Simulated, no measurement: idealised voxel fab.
process module | voxel gate over fins
cross-section cut | 240 nm wide | cells 5 nm
A cross-section is a grid of square cells, given in bands from the top down. A band is one or more rows of cells.
Each band's line starts with the height of the band's top and of its bottom, in nm. Then come its materials from left to right, each with its width in nm. One material with "throughout" fills the band from edge to edge. "air" is empty space.
Height 0 is the level under which the wafer as received is all one material. The lowest band goes on downwards, as in "0 down".
A width such as "30 to 40" changes by the same amount from each row of cells to the next, from the band's top row to its bottom row.
"no change" after a step means that no cell of the cross-section changed.
closed voids: empty space of 8 cells or more with no open way to the top, each as width x height at its distance from the left edge, in nm
after a step's settings: what the simulator itself notes on the step
overlay nm, on a step with a mask: how far to the right of its planned place the mask lay; to the left if negative
plan
1 op RECEIVE | material Si
2 op CONFORMAL_DEP | material SiN | thk nm 5
3 op DIRECTIONAL_DEP | material aC | thk nm 15
4 op PATTERN | tone cover | mask id FINS | material resist | width nm 15 | pitch nm 50 | thk nm 35 | overlay nm 0
5 op DIRECTIONAL_ETCH | etch materials aC | depth nm 15
6 op STRIP | etch materials resist
7 op DIRECTIONAL_ETCH | etch materials SiN | depth nm 5
8 op DIRECTIONAL_ETCH | etch materials Si | depth nm 35
9 op STRIP | etch materials aC
10 op OXIDIZE | depth nm 5
11 op FILL_DEP | material SiO2 | thk nm 15
12 op CMP | height nm 5
13 op MASKED_ETCH | tone open | mask id RAIL | width nm 15 | etch materials SiO2 | depth nm 35 | overlay nm 0
14 op CONFORMAL_DEP | material TiN | thk nm 5
15 op FILL_DEP | material W | thk nm 5
16 op CMP | height nm 5
17 op SELECTIVE_ETCH | etch materials W Ru TiN | depth nm 20
18 op FILL_DEP | material SiO2 | thk nm 5
19 op CMP | height nm 5
20 op SELECTIVE_ETCH | etch materials SiO2 | depth nm 15
21 op STRIP | etch materials SiN
22 op CONFORMAL_DEP | material HfO2 | thk nm 5
23 op CONFORMAL_DEP | material TiN | thk nm 5
24 op CONFORMAL_DEP | material TiAl | thk nm 5
25 op CONFORMAL_DEP | material TiN | thk nm 5
26 op FILL_DEP | material W | thk nm 15
27 op CMP | height nm 30
28 op CONFORMAL_DEP | material SiCN | thk nm 5
as received, after step 1
  0 down: Si throughout
  closed voids: none
a wafer at the end: this start, this plan, one mistake
  35 to 30: SiCN throughout
  30 to 20: W throughout
  20 to 15: W 65 | TiN 105 | W 70
  15 to 10: W 65 | TiN 5 | TiAl 45 | TiN 5 | TiAl 45 | TiN 5 | W 70
  10 to 5: TiN 70 | TiAl 5 | TiN 35 | TiAl 5 | TiN 5 | TiAl 5 | TiN 35 | TiAl 5 | TiN 75
  5 to 0: TiAl 75 | TiN 5 | HfO2 25 | TiN 5 | TiAl 15 | TiN 5 | HfO2 25 | TiN 5 | TiAl 80
  0 to -5: TiN 80 | HfO2 5 | Si 15 | HfO2 5 | TiN 25 | HfO2 5 | Si 15 | HfO2 5 | TiN 85
  -5 to -10: HfO2 85 | Si 15 | HfO2 35 | Si 15 | HfO2 90
  -10 to -15: SiO2 85 | Si 15 | SiO2 35 | Si 15 | SiO2 90
  -15 to -25: SiO2 85 | Si 15 | SiO2 10 | TiN 5 | W 5 | TiN 5 | SiO2 10 | Si 15 | SiO2 90
  -25 to -30: SiO2 85 | Si 15 | SiO2 10 | TiN 15 | SiO2 10 | Si 15 | SiO2 90
  -30 to -40: SiO2 85 | Si 15 | SiO2 35 | Si 15 | SiO2 90
  -40 down: Si throughout
  closed voids: none
what went wrong: step 4 ran as: op PATTERN | tone cover | mask id FINS | material resist | width nm 25 | pitch nm 50 | thk nm 35 | overlay nm 0
